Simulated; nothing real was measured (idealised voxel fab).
Process module heading - voxel spacer lines
Cross-section cut spans 180 nm and uses square cells 5 nm in size.
Heads up, the way a cross-section reads in here is a grid of square cells, handed over as bands from the top down, with every band being one or more rows of cells. Heights first: top, then bottom, in nm. Then materials, left to right, each with a width in nm. "full width" on a single material: fills the band edge to edge. "empty": empty space. Height 0 is the level under which the wafer as received is all one material. The lowest band goes on downwards, as in "0 -> down". You'd read "30 to 40" like this: the band's top row of cells is as wide as the first number, its bottom row is as wide as the second, and going down, every row changes width by the same amount as the row before did. Any step labelled "remained unchanged" changed none of the cells in the cross-section. Voids not open to the top, 8 cells minimum: see "Enclosed void catalog". Written width x height at distance; distance is from the left edge; nm. The remark found on a step's line after its settings is issued by the simulator itself and pertains to that step. "overlay nm" denotes, for a step that has a mask, the displacement of the mask to the right of its planned place, with negative values corresponding to the left.
**This section lists the process steps that were planned**
- 1: op RECEIVE | material Si
- 2: op CONFORMAL_DEP | material Al2O3 | thk nm 5
- 3: op DIRECTIONAL_DEP | material polySi | thk nm 15
- 4: op DIRECTIONAL_DEP | material aC | thk nm 20
- 5: op PATTERN | tone cover | mask id MANDREL | material resist | width nm 20 | pitch nm 60 | thk nm 25 | overlay nm 0
- 6: op DIRECTIONAL_ETCH | etch materials aC | depth nm 20
- 7: op STRIP | etch materials resist
- 8: op CONFORMAL_DEP | material SiO2 | thk nm 10
- 9: op DIRECTIONAL_ETCH | etch materials SiO2 | depth nm 10
- 10: op STRIP | etch materials aC
- 11: op DIRECTIONAL_ETCH | etch materials polySi | depth nm 15
- 12: op STRIP | etch materials SiO2
**Cross-section of the incoming wafer, state after step 1**
  0 -> down | Si full width
  Enclosed void catalog: none
**Result of the module, cross-sectioned: start per above, plan per above, one error in how it was run**
  50 -> 40 | 40 nm empty  40 nm Al2O3  20 nm empty  40 nm Al2O3  40 nm empty
  40 -> 30 | 40 nm empty  10 nm Al2O3  20 nm aC  10 nm Al2O3  20 nm empty  10 nm Al2O3  20 nm aC  10 nm Al2O3  40 nm empty
  30 -> 20 | 50 nm Al2O3  20 nm aC  40 nm Al2O3  20 nm aC  50 nm Al2O3
  20 -> 5 | polySi full width
  5 -> 0 | Al2O3 full width
  0 -> down | Si full width
  Enclosed void catalog: none
Plan not followed: step 8 ran differently from the plan; actual operation with settings: op CONFORMAL_DEP | material Al2O3 | thk nm 10
